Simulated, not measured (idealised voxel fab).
process module | voxel air gaps
cross-section cut | 235 nm wide | cells 5 nm
A cross-section is a grid of square cells, given in bands from the top down. A band is one or more rows of cells.
Each band's line starts with the height of the band's top and of its bottom, in nm. Then come its materials from left to right, each with its width in nm. One material with "throughout" fills the band from edge to edge. "air" is empty space.
Height 0 is the level under which the wafer as received is all one material. The lowest band goes on downwards, as in "0 down".
A width such as "30 to 40" changes by the same amount from each row of cells to the next, from the band's top row to its bottom row.
"no change" after a step means that no cell of the cross-section changed.
closed voids: empty space of 8 cells or more with no open way to the top, each as width x height at its distance from the left edge, in nm
after a step's settings: what the simulator itself notes on the step
overlay nm, on a step with a mask: how far to the right of its planned place the mask lay; to the left if negative
plan
1 op RECEIVE | material Si
2 op CONFORMAL_DEP | material SiO2 | thk nm 15
3 op CONFORMAL_DEP | material SiCN | thk nm 5
4 op DIRECTIONAL_DEP | material lowk | thk nm 30
5 op PATTERN | tone open | mask id LINES | material resist | width nm 20 | pitch nm 50 | thk nm 15 | overlay nm 0
6 op DIRECTIONAL_ETCH | etch materials lowk | depth nm 30
7 op STRIP | etch materials resist
8 op CONFORMAL_DEP | material TiN | thk nm 5
9 op FILL_DEP | material W | thk nm 5
10 op CMP | height nm 50
11 op EPI | material Ru | thk nm 10
12 op SELECTIVE_ETCH | etch materials lowk | depth nm 40
13 op CONFORMAL_DEP | material SiCN | thk nm 5
first wafer, as planned
as received, after step 1
  0 down: Si throughout
  closed voids: none
after step 2
  15 to 0: SiO2 throughout
  below 0: unchanged
after step 3
  20 to 15: SiCN throughout
  below 15: unchanged
after step 4
  50 to 20: lowk throughout
  below 20: unchanged
after step 5
  65 to 50: resist 55 | air 20 | resist 30 | air 20 | resist 30 | air 20 | resist 60
  below 50: unchanged
after step 6
  65 to 50: resist 55 | air 20 | resist 30 | air 20 | resist 30 | air 20 | resist 60
  50 to 20: lowk 55 | air 20 | lowk 30 | air 20 | lowk 30 | air 20 | lowk 60
  below 20: unchanged
after step 7
  50 to 20: lowk 55 | air 20 | lowk 30 | air 20 | lowk 30 | air 20 | lowk 60
  below 20: unchanged
after step 8
  55 to 50: TiN 60 | air 10 | TiN 40 | air 10 | TiN 40 | air 10 | TiN 65
  50 to 25: lowk 55 | TiN 5 | air 10 | TiN 5 | lowk 30 | TiN 5 | air 10 | TiN 5 | lowk 30 | TiN 5 | air 10 | TiN 5 | lowk 60
  25 to 20: lowk 55 | TiN 20 | lowk 30 | TiN 20 | lowk 30 | TiN 20 | lowk 60
  below 20: unchanged
after step 9
  60 to 55: W throughout
  55 to 50: TiN 60 | W 10 | TiN 40 | W 10 | TiN 40 | W 10 | TiN 65
  50 to 25: lowk 55 | TiN 5 | W 10 | TiN 5 | lowk 30 | TiN 5 | W 10 | TiN 5 | lowk 30 | TiN 5 | W 10 | TiN 5 | lowk 60
  below 25: unchanged
after step 10
  50 to 25: lowk 55 | TiN 5 | W 10 | TiN 5 | lowk 30 | TiN 5 | W 10 | TiN 5 | lowk 30 | TiN 5 | W 10 | TiN 5 | lowk 60
  below 25: unchanged
after step 11
  60 to 50: air 45 | Ru 40 | air 10 | Ru 40 | air 10 | Ru 40 | air 50
  below 50: unchanged
after step 12
  60 to 50: air 45 | Ru 40 | air 10 | Ru 40 | air 10 | Ru 40 | air 50
  50 to 25: air 55 | TiN 5 | W 10 | TiN 5 | air 30 | TiN 5 | W 10 | TiN 5 | air 30 | TiN 5 | W 10 | TiN 5 | air 60
  25 to 20: air 55 | TiN 20 | air 30 | TiN 20 | air 30 | TiN 20 | air 60
  below 20: unchanged
after step 13
  65 to 60: air 40 | SiCN 150 | air 45
  60 to 50: air 40 | SiCN 5 | Ru 40 | SiCN 10 | Ru 40 | SiCN 10 | Ru 40 | SiCN 5 | air 45
  50 to 45: air 40 | SiCN 15 | TiN 5 | W 10 | TiN 5 | SiCN 30 | TiN 5 | W 10 | TiN 5 | SiCN 30 | TiN 5 | W 10 | TiN 5 | SiCN 15 | air 45
  45 to 25: air 50 | SiCN 5 | TiN 5 | W 10 | TiN 5 | SiCN 5 | air 20 | SiCN 5 | TiN 5 | W 10 | TiN 5 | SiCN 5 | air 20 | SiCN 5 | TiN 5 | W 10 | TiN 5 | SiCN 5 | air 55
  25 to 20: SiCN 55 | TiN 20 | SiCN 30 | TiN 20 | SiCN 30 | TiN 20 | SiCN 60
  below 20: unchanged
  closed voids: 20 x 20 at 80; 20 x 20 at 130
second wafer: like start, like plan, one mistake. Through step 2 it matches the first wafer
when step 3 should have ended
  45 to 15: lowk throughout
  below 15: unchanged
when step 4 should have ended
  50 to 45: SiCN throughout
  below 45: unchanged
when step 5 should have ended
  65 to 50: resist 55 | air 20 | resist 30 | air 20 | resist 30 | air 20 | resist 60
  below 50: unchanged
when step 6 should have ended: no change
when step 7 should have ended
  50 to 45: SiCN throughout
  below 45: unchanged
when step 8 should have ended
  55 to 50: TiN throughout
  below 50: unchanged
when step 9 should have ended
  60 to 55: W throughout
  below 55: unchanged
when step 10 should have ended
  50 to 45: SiCN throughout
  below 45: unchanged
when step 11 should have ended: no change
when step 12 should have ended: no change
when step 13 should have ended
  55 to 45: SiCN throughout
  below 45: unchanged
what went wrong: steps 3 and 4 were swapped
at the end the second wafer has, in cells: 48 fewer of Ru | 72 fewer of SiCN | 42 fewer of TiN | 30 fewer of W | 282 more of lowk
closed voids at the end (first wafer, second wafer): 2, 0
